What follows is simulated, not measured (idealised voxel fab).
You're looking at the process module voxel tone inversion.
Square cell edge 5 nm, section width 300 nm, ID cut.
Cross-section spec: square-cell grid; bands listed top down; each band is one or more rows. Quick guide to a band line: top height, bottom height (nm) up front; then every material left to right with its width in nm. Only one material and it's marked "everywhere"? Then it fills the band edge to edge. And "air" just means empty space. Heights are expressed relative to 0, this being the level below which the as-received wafer comprises one material exclusively. The lowest band is unbounded in the downward direction and is denoted as in "z 0 and below". The two numbers in a width such as "30->40" mark its ends across the band: the first belongs to the top row of cells, the second to the bottom row, and from each row to the next the width moves by the same amount. "no modification" for a step: no cell of the cross-section changed in that step. Entry "Tabulated closed voids". Content: empty spaces with no open connection to the top, size 8 cells or greater. Each: width x height at distance. Distance: from left edge. Unit: nm. Whatever follows a step's settings on its line is a remark the simulator itself makes about that step. A step's line can hold "overlay nm"; with a mask on that step, the setting says how far right of the planned place the mask lay, while a negative setting says it lay to the left.

**These are the steps we planned for the process**
step 1: RECEIVE, material Si
step 2: CONFORMAL_DEP, material SiN, thk nm 5
step 3: DIRECTIONAL_DEP, material aC, thk nm 20
step 4: PATTERN, tone cover, mask id POSTS, material resist, width nm 25, pitch nm 45, thk nm 25, overlay nm 0
step 5: DIRECTIONAL_ETCH, etch materials aC, depth nm 20
step 6: STRIP, etch materials resist
step 7: FILL_DEP, material SiO2, thk nm 10
step 8: CMP, height nm 25
step 9: STRIP, etch materials aC

**As-received wafer cross-section (after step 1)**
> z 0 and below | Si everywhere
> Tabulated closed voids: none

**The plan above was carried out on the starting structure above with one mistake, and this cross-section shows the wafer at the end of the module**
> z 25 to 5 | air 70 nm, then SiO2 25 nm, then air 20 nm, then SiO2 25 nm, then air 20 nm, then SiO2 25 nm, then air 20 nm, then SiO2 25 nm, then air 70 nm
> z 5 to 0 | SiN everywhere
> z 0 and below | Si everywhere
> Tabulated closed voids: none
The plan and the run diverged here: step 4 did not use the planned setting and instead ran as PATTERN, tone open, mask id POSTS, material resist, width nm 25, pitch nm 45, thk nm 25, overlay nm 0
